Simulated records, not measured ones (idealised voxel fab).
Documented hereafter: the process module known as voxel wiring stack.
240 nm wide, 5 nm square cells: that's cross-section cut.
Cross-section layout: square cells on a grid; listed as bands, top to bottom; a band spans one or more cell rows.
This entry defines a band. It first specifies the height of the band's top and the height of its bottom in nm, and then specifies the band's materials from left to right, stating each material with its width in nm. The word "throughout" identifies a single material that fills the band from edge to edge, while the word "blank" identifies empty space.
Below 0: as-received wafer, all one material; heights counted from there. Lowest band: no bottom, goes on down, written "0 -> down".
When a width is written as two numbers, as in "30..40", the first number is the width in the top row of cells of the band and the second is the width in its bottom row, and the width changes by the same amount from each row to the next.
You'll sometimes find "remained unchanged" written for a step, and that's the way of saying that nowhere in the cross-section did a cell change during that step.
Empty spaces counting at least 8 cells and having no open way to the top are listed in "Fully enclosed voids". The notation width x height at distance is used for each, the distance being from the left edge and all three values in nm.
after a step's settings: what the simulator itself notes on the step
Regarding "overlay nm": on a step with a mask, it is the distance the mask lay to the right of its planned place; a negative value places it to the left.
Set out below are the planned steps of the process:
1 RECEIVE,material Si
2 CONFORMAL_DEP,material SiO2,thk nm 15
3 DIRECTIONAL_DEP,material TiN,thk nm 5
4 DIRECTIONAL_DEP,material Ru,thk nm 25
5 PATTERN,tone cover,mask id METAL_1,material resist,width nm 25,pitch nm 45,thk nm 20,overlay nm 0
6 DIRECTIONAL_ETCH,etch materials Ru,depth nm 25
7 DIRECTIONAL_ETCH,etch materials TiN,depth nm 5
8 STRIP,etch materials resist
9 FILL_DEP,material lowk,thk nm 10
10 CMP,height nm 45
11 CONFORMAL_DEP,material SiCN,thk nm 5
12 DIRECTIONAL_DEP,material lowk,thk nm 25
13 DIRECTIONAL_DEP,material aC,thk nm 5
14 PATTERN,tone open,mask id METAL_2_HOLES,material resist,width nm 15,pitch nm 45,thk nm 25,overlay nm 0
15 DIRECTIONAL_ETCH,etch materials aC,depth nm 10
16 STRIP,etch materials resist
17 DIRECTIONAL_ETCH,etch materials lowk,depth nm 25
18 STRIP,etch materials aC
19 MASKED_ETCH,tone open,mask id METAL_2,width nm 25,pitch nm 45,etch materials lowk,depth nm 15,overlay nm 0
20 MASKED_ETCH,tone open,mask id METAL_2,width nm 25,pitch nm 45,etch materials SiCN,depth nm 5,overlay nm 0
21 CONFORMAL_DEP,material TiN,thk nm 5
22 FILL_DEP,material Cu,thk nm 10
23 CMP,height nm 75
24 CONFORMAL_DEP,material SiCN,thk nm 5
The plan's step 13 thk nm is the first wafer's value; the wafers differ in this setting and start identical.
As-received cross-section, first of several wafers, post step 1:
* 0 -> down | Si throughout
* Fully enclosed voids: none
Here's the first of several wafers in cross-section, end of the module, after the last step, step 24:
* 80 -> 75 | SiCN throughout
* 75 -> 65 | 40 lowk, then 5 TiN, then 15 Cu, then 5 TiN, then 20 lowk, then 5 TiN, then 15 Cu, then 5 TiN, then 20 lowk, then 5 TiN, then 15 Cu, then 5 TiN, then 20 lowk, then 5 TiN, then 15 Cu, then 5 TiN, then 40 lowk
* 65 -> 60 | 40 lowk, then 5 TiN, then 5 Cu, then 15 TiN, then 20 lowk, then 5 TiN, then 5 Cu, then 15 TiN, then 20 lowk, then 5 TiN, then 5 Cu, then 15 TiN, then 20 lowk, then 5 TiN, then 5 Cu, then 15 TiN, then 40 lowk
* 60 -> 50 | 40 lowk, then 5 TiN, then 5 Cu, then 5 TiN, then 30 lowk, then 5 TiN, then 5 Cu, then 5 TiN, then 30 lowk, then 5 TiN, then 5 Cu, then 5 TiN, then 30 lowk, then 5 TiN, then 5 Cu, then 5 TiN, then 50 lowk
* 50 -> 45 | 40 SiCN, then 15 TiN, then 30 SiCN, then 15 TiN, then 30 SiCN, then 15 TiN, then 30 SiCN, then 15 TiN, then 50 SiCN
* 45 -> 20 | 40 lowk, then 25 Ru, then 20 lowk, then 25 Ru, then 20 lowk, then 25 Ru, then 20 lowk, then 25 Ru, then 40 lowk
* 20 -> 15 | 40 lowk, then 25 TiN, then 20 lowk, then 25 TiN, then 20 lowk, then 25 TiN, then 20 lowk, then 25 TiN, then 40 lowk
* 15 -> 0 | SiO2 throughout
* 0 -> down | Si throughout
* Fully enclosed voids: none
Here we cross-sectioned the last of the wafers once the module was done:
* 80 -> 75 | SiCN throughout
* 75 -> 65 | 40 lowk, then 5 TiN, then 15 Cu, then 5 TiN, then 20 lowk, then 5 TiN, then 15 Cu, then 5 TiN, then 20 lowk, then 5 TiN, then 15 Cu, then 5 TiN, then 20 lowk, then 5 TiN, then 15 Cu, then 5 TiN, then 40 lowk
* 65 -> 60 | 40 lowk, then 25 TiN, then 20 lowk, then 25 TiN, then 20 lowk, then 25 TiN, then 20 lowk, then 25 TiN, then 40 lowk
* 60 -> 50 | lowk throughout
* 50 -> 45 | SiCN throughout
* 45 -> 20 | 40 lowk, then 25 Ru, then 20 lowk, then 25 Ru, then 20 lowk, then 25 Ru, then 20 lowk, then 25 Ru, then 40 lowk
* 20 -> 15 | 40 lowk, then 25 TiN, then 20 lowk, then 25 TiN, then 20 lowk, then 25 TiN, then 20 lowk, then 25 TiN, then 40 lowk
* 15 -> 0 | SiO2 throughout
* 0 -> down | Si throughout
* Fully enclosed voids: none
Per wafer, end of module: cells gained (+) or lost (-) per material since receipt, then closed voids:
thk nm 5, +36 Cu, +100 Ru, +84 SiCN, +144 SiO2, +80 TiN, +324 lowk, Fully enclosed voids: none
thk nm 10, +36 Cu, +100 Ru, +84 SiCN, +144 SiO2, +80 TiN, +324 lowk, Fully enclosed voids: none
thk nm 15, +24 Cu, +100 Ru, +96 SiCN, +144 SiO2, +56 TiN, +348 lowk, Fully enclosed voids: none
thk nm 20, +24 Cu, +100 Ru, +96 SiCN, +144 SiO2, +56 TiN, +348 lowk, Fully enclosed voids: none
thk nm 25, +24 Cu, +100 Ru, +96 SiCN, +144 SiO2, +56 TiN, +348 lowk, Fully enclosed voids: none
